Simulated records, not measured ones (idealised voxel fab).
Presented below is a process module, voxel double patterning.
cross-section cut | 200 nm wide | cells 5 nm
Cross-section, as written here: a square-cell grid given band by band from the top down, where a band holds one or more rows of cells.
What a band's entry tells you: where the top is and where the bottom is, as heights in nm, and after that what lies inside, material by material from left to right, each with its width in nm. Empty space is written as the word "blank", and a single material marked with the word "everywhere" occupies the band from edge to edge.
For the purposes of this specification, 0 denotes the height below which the wafer in its as-received condition is composed wholly of one material, and the lowermost band, lacking a lower limit, extends downward without end, as expressed in "from 0 down".
You'd read "30..40" like this: the band's top row of cells is as wide as the first number, its bottom row is as wide as the second, and going down, every row changes width by the same amount as the row before did.
"no modification" for a step: no cell of the cross-section changed in that step.
Basically, "Closed void register" tells you about the enclosed voids: empty spaces with no open way to the top, 8 cells or bigger, each written width x height at distance, where distance is from the left edge, all in nm.
On a step's line, text after the settings is the simulator commenting on that step.
overlay nm: on a step with a mask, how far right of its planned place the mask lay; negative means left.

This section lists the process steps that were planned
1) RECEIVE with material Si
2) CONFORMAL_DEP with material SiO2, thk nm 10
3) DIRECTIONAL_DEP with material TiN, thk nm 20
4) DIRECTIONAL_DEP with material SiN, thk nm 5
5) MASKED_ETCH with tone open, mask id FIRST, width nm 15, pitch nm 50, etch materials SiN, depth nm 5, overlay nm 0
6) DIRECTIONAL_DEP with material aC, thk nm 15
7) PATTERN with tone open, mask id SECOND, material resist, width nm 15, thk nm 35, overlay nm 0
8) DIRECTIONAL_ETCH with etch materials aC, depth nm 15
9) STRIP with etch materials resist
10) DIRECTIONAL_ETCH with etch materials SiN, depth nm 5
11) STRIP with etch materials aC
12) DIRECTIONAL_ETCH with etch materials TiN, depth nm 20
13) STRIP with etch materials SiN

Received-state cross-section, reflecting completion of step 1
> from 0 down = Si everywhere
> Closed void register: none

End-of-module cross-section of the first of two wafers, processed as planned
> from 30 to 10 = TiN 65 nm; blank 15 nm; TiN 10 nm; blank 15 nm; TiN 10 nm; blank 15 nm; TiN 70 nm
> from 10 to 0 = SiO2 everywhere
> from 0 down = Si everywhere
> Closed void register: none

Here's the second of our two wafers sectioned at module end. Same start as the first, same plan, but one mistake got made running it
> from 30 to 10 = TiN 55 nm; blank 15 nm; TiN 20 nm; blank 30 nm; TiN 80 nm
> from 10 to 0 = SiO2 everywhere
> from 0 down = Si everywhere
> Closed void register: none
Against the plan, the run slipped here: planned and actual differ for step 5; actual: MASKED_ETCH with tone open, mask id FIRST, width nm 15, pitch nm 50, etch materials SiN, depth nm 5, overlay nm -10
Both wafers, final: cells per material equal; arrangement not.
